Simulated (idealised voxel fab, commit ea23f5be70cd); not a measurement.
Title: Process Module voxel released beams
Each square cell in cross-section cut measures 5 nm, and the section as a whole is 220 nm wide.
Bands, listed from the top down, are how a cross-section gets written in this document; the cross-section itself is a grid of square cells, and a band is one or more rows of them. This entry defines a band. It first specifies the height of the band's top and the height of its bottom in nm, and then specifies the band's materials from left to right, stating each material with its width in nm. The word "edge to edge" identifies a single material that fills the band from edge to edge, while the word "blank" identifies empty space. Height reference: 0 = level under which incoming wafer is all one material. Lowest band: no bottom, runs on downward, e.g. "0 and below". Top row gets the first number, bottom row gets the second, and each row in between changes by the same step: that is how a band width like "30 to 40" works. The cross-section has no changed cell in any step marked "same as before". The label "Entrapped voids" introduces a list of the empty spaces, 8 cells or larger, that have no open way up to the top; each entry in it reads width x height at distance, where the distance is taken from the left edge and all three are stated in nm. The remark found on a step's line after its settings is issued by the simulator itself and pertains to that step. overlay nm, on a step with a mask: how far to the right of its planned place the mask lay; to the left if negative.
**The steps planned for the process are as follows**
1. RECEIVE (material Si)
2. CONFORMAL_DEP (material Al2O3; thk nm 10)
3. DIRECTIONAL_DEP (material SiO2; thk nm 10)
4. PATTERN (tone open; mask id ANCHOR; material resist; width nm 35; thk nm 15; overlay nm 0)
5. DIRECTIONAL_ETCH (etch materials SiO2; depth nm 10)
6. STRIP (etch materials resist)
7. CONFORMAL_DEP (material polySi; thk nm 15)
8. DIRECTIONAL_DEP (material aC; thk nm 15)
9. PATTERN (tone cover; mask id BEAM; material resist; width nm 85; thk nm 30; overlay nm 0)
10. DIRECTIONAL_ETCH (etch materials aC; depth nm 15)
11. STRIP (etch materials resist)
12. DIRECTIONAL_ETCH (etch materials polySi; depth nm 15)
13. STRIP (etch materials aC)
14. STRIP (etch materials SiO2)
**First out of two wafers; run went to plan**
**Cross-section of the incoming wafer, state after step 1**
    0 and below = Si edge to edge
    Entrapped voids: none
**Cross-section of the wafer after step 2**
    10 down to 0 = Al2O3 edge to edge
    Anything lower than 0 is untouched.
**Cross-section of the wafer after step 3**
    20 down to 10 = SiO2 edge to edge
    Anything lower than 10 is untouched.
**Cross-section of the wafer after step 4**
    35 down to 20 = resist: 70, blank: 35, resist: 115
    Anything lower than 20 is untouched.
**Cross-section of the wafer after step 5**
    35 down to 20 = resist: 70, blank: 35, resist: 115
    20 down to 10 = SiO2: 70, blank: 35, SiO2: 115
    Anything lower than 10 is untouched.
**Cross-section of the wafer after step 6**
    20 down to 10 = SiO2: 70, blank: 35, SiO2: 115
    Anything lower than 10 is untouched.
**Cross-section of the wafer after step 7**
    35 down to 25 = polySi: 85, blank: 5, polySi: 130
    25 down to 20 = polySi edge to edge
    20 down to 10 = SiO2: 70, polySi: 35, SiO2: 115
    Anything lower than 10 is untouched.
**Cross-section of the wafer after step 8**
    50 down to 40 = aC: 85, blank: 5, aC: 130
    40 down to 35 = aC edge to edge
    35 down to 25 = polySi: 85, aC: 5, polySi: 130
    Anything lower than 25 is untouched.
**Cross-section of the wafer after step 9**
    80 down to 50 = blank: 65, resist: 85, blank: 70
    50 down to 40 = aC: 85, resist: 5, aC: 130
    Anything lower than 40 is untouched.
**Cross-section of the wafer after step 10**
    65 down to 50 = blank: 65, resist: 85, blank: 70
    50 down to 40 = blank: 65, aC: 20, resist: 5, aC: 60, blank: 70
    40 down to 35 = blank: 65, aC: 85, blank: 70
    Anything lower than 35 is untouched.
**Cross-section of the wafer after step 11**
    50 down to 40 = blank: 65, aC: 20, blank: 5, aC: 60, blank: 70
    Anything lower than 40 is untouched.
**Cross-section of the wafer after step 12**
    50 down to 40 = blank: 65, aC: 20, blank: 5, aC: 60, blank: 70
    40 down to 35 = blank: 65, aC: 85, blank: 70
    35 down to 25 = blank: 65, polySi: 20, aC: 5, polySi: 60, blank: 70
    25 down to 20 = blank: 65, polySi: 85, blank: 70
    Anything lower than 20 is untouched.
**Cross-section of the wafer after step 13**
    35 down to 25 = blank: 65, polySi: 20, blank: 5, polySi: 60, blank: 70
    Anything lower than 25 is untouched.
**Cross-section of the wafer after step 14**
    35 down to 25 = blank: 65, polySi: 20, blank: 5, polySi: 60, blank: 70
    25 down to 20 = blank: 65, polySi: 85, blank: 70
    20 down to 10 = blank: 70, polySi: 35, blank: 115
    Anything lower than 10 is untouched.
**The second wafer: identical to the first at the outset and in its planned sequence, differing only in that one mistake was made during processing; up to and including step 1, its path is the first wafer's path**
Second wafer, cross-section, planned end of step 2: same as before
**Second wafer, cross-section, planned end of step 3**
    10 down to 0 = SiO2 edge to edge
    Anything lower than 0 is untouched.
**Second wafer, cross-section, planned end of step 4**
    25 down to 10 = resist: 70, blank: 35, resist: 115
    Anything lower than 10 is untouched.
**Second wafer, cross-section, planned end of step 5**
    25 down to 10 = resist: 70, blank: 35, resist: 115
    10 down to 0 = SiO2: 70, blank: 35, SiO2: 115
    Anything lower than 0 is untouched.
**Second wafer, cross-section, planned end of step 6**
    10 down to 0 = SiO2: 70, blank: 35, SiO2: 115
    Anything lower than 0 is untouched.
**Second wafer, cross-section, planned end of step 7**
    25 down to 15 = polySi: 85, blank: 5, polySi: 130
    15 down to 10 = polySi edge to edge
    10 down to 0 = SiO2: 70, polySi: 35, SiO2: 115
    Anything lower than 0 is untouched.
**Second wafer, cross-section, planned end of step 8**
    40 down to 30 = aC: 85, blank: 5, aC: 130
    30 down to 25 = aC edge to edge
    25 down to 15 = polySi: 85, aC: 5, polySi: 130
    Anything lower than 15 is untouched.
**Second wafer, cross-section, planned end of step 9**
    70 down to 40 = blank: 65, resist: 85, blank: 70
    40 down to 30 = aC: 85, resist: 5, aC: 130
    Anything lower than 30 is untouched.
**Second wafer, cross-section, planned end of step 10**
    55 down to 40 = blank: 65, resist: 85, blank: 70
    40 down to 30 = blank: 65, aC: 20, resist: 5, aC: 60, blank: 70
    30 down to 25 = blank: 65, aC: 85, blank: 70
    Anything lower than 25 is untouched.
**Second wafer, cross-section, planned end of step 11**
    40 down to 30 = blank: 65, aC: 20, blank: 5, aC: 60, blank: 70
    Anything lower than 30 is untouched.
**Second wafer, cross-section, planned end of step 12**
    40 down to 30 = blank: 65, aC: 20, blank: 5, aC: 60, blank: 70
    30 down to 25 = blank: 65, aC: 85, blank: 70
    25 down to 15 = blank: 65, polySi: 20, aC: 5, polySi: 60, blank: 70
    15 down to 10 = blank: 65, polySi: 85, blank: 70
    Anything lower than 10 is untouched.
**Second wafer, cross-section, planned end of step 13**
    25 down to 15 = blank: 65, polySi: 20, blank: 5, polySi: 60, blank: 70
    Anything lower than 15 is untouched.
**Second wafer, cross-section, planned end of step 14**
    25 down to 15 = blank: 65, polySi: 20, blank: 5, polySi: 60, blank: 70
    15 down to 10 = blank: 65, polySi: 85, blank: 70
    10 down to 0 = blank: 70, polySi: 35, blank: 115
    Anything lower than 0 is untouched.
What was the processing mistake? step 2 was dropped from the plan's execution and never run
The final cell counts differ between the wafers, with the second having more or fewer of some materials than the first: Al2O3: 88 fewer
